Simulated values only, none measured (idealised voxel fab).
Process module under the name voxel trench capacitor
Square cell edge 5 nm, section width 285 nm, ID cut.
A cross-section is written here as square cells arranged in a grid, and it is given in bands from the top down, each band taking up one or more rows of cells.
Band: top height; bottom height; in nm. Then, left to right: material with width in nm, for each material. "edge to edge": a single material spanning edge to edge. "air": empty space.
Heights are measured from 0, the level below which the as-received wafer is all one material; the lowest band has no bottom and continues downward, written as in "z 0 and below".
Read "30->40" as a graded width: first number on top, second number at the bottom, same change between each pair of neighbouring rows.
Basically "nothing altered" means that step didn't change any cell in the cross-section.
Heads up: "Cavities, closed" only lists the empty pockets with no open path to the top that are 8 cells or more, and it writes them as width x height at distance, distance from the left edge, in nm.
On each step's line, the part that comes after the settings is the simulator's own comment on the step.
Each step line may optionally specify "overlay nm", which for a step with a mask gives the rightward distance between the mask's planned place and where it lay, a negative value indicating the leftward direction.

# Set out below are the planned steps of the process
1 RECEIVE [material Si]
2 CONFORMAL_DEP [material SiN] [thk nm 10]
3 PATTERN [tone open] [mask id TRENCH] [material resist] [width nm 25] [pitch nm 55] [thk nm 20] [overlay nm 0]
4 DIRECTIONAL_ETCH [etch materials SiN] [depth nm 10]
5 DIRECTIONAL_ETCH [etch materials Si] [depth nm 40]
6 STRIP [etch materials resist]
7 CONFORMAL_DEP [material HfO2] [thk nm 5]
8 CONFORMAL_DEP [material TiN] [thk nm 5]
9 FILL_DEP [material W] [thk nm 10]
10 CMP [height nm 10]

# Delivered wafer in cross-section: state after step 1
z 0 and below  Si edge to edge
Cavities, closed: none

# Post-module cross-section of the first of two wafers (run per plan)
z 10 to 0  SiN (100) | HfO2 (5) | TiN (5) | W (5) | TiN (5) | HfO2 (5) | SiN (30) | HfO2 (5) | TiN (5) | W (5) | TiN (5) | HfO2 (5) | SiN (105)
z 0 to -30  Si (100) | HfO2 (5) | TiN (5) | W (5) | TiN (5) | HfO2 (5) | Si (30) | HfO2 (5) | TiN (5) | W (5) | TiN (5) | HfO2 (5) | Si (105)
z -30 to -35  Si (100) | HfO2 (5) | TiN (15) | HfO2 (5) | Si (30) | HfO2 (5) | TiN (15) | HfO2 (5) | Si (105)
z -35 to -40  Si (100) | HfO2 (25) | Si (30) | HfO2 (25) | Si (105)
z -40 and below  Si edge to edge
Cavities, closed: none

# Here is the second of the two wafers cut open at the end of the module - same start, same plan as the first one, but we made one mistake running it
z 10 to 0  SiN (100) | TiN (5) | HfO2 (5) | W (5) | HfO2 (5) | TiN (5) | SiN (30) | TiN (5) | HfO2 (5) | W (5) | HfO2 (5) | TiN (5) | SiN (105)
z 0 to -30  Si (100) | TiN (5) | HfO2 (5) | W (5) | HfO2 (5) | TiN (5) | Si (30) | TiN (5) | HfO2 (5) | W (5) | HfO2 (5) | TiN (5) | Si (105)
z -30 to -35  Si (100) | TiN (5) | HfO2 (15) | TiN (5) | Si (30) | TiN (5) | HfO2 (15) | TiN (5) | Si (105)
z -35 to -40  Si (100) | TiN (25) | Si (30) | TiN (25) | Si (105)
z -40 and below  Si edge to edge
Cavities, closed: none
Want to know what went wrong? steps 7 and 8 of the plan were run in the wrong order, each in the other's place
Looking at both finished wafers in cells, the second ends up ahead of or behind the first on some materials: HfO2 -8; TiN +8
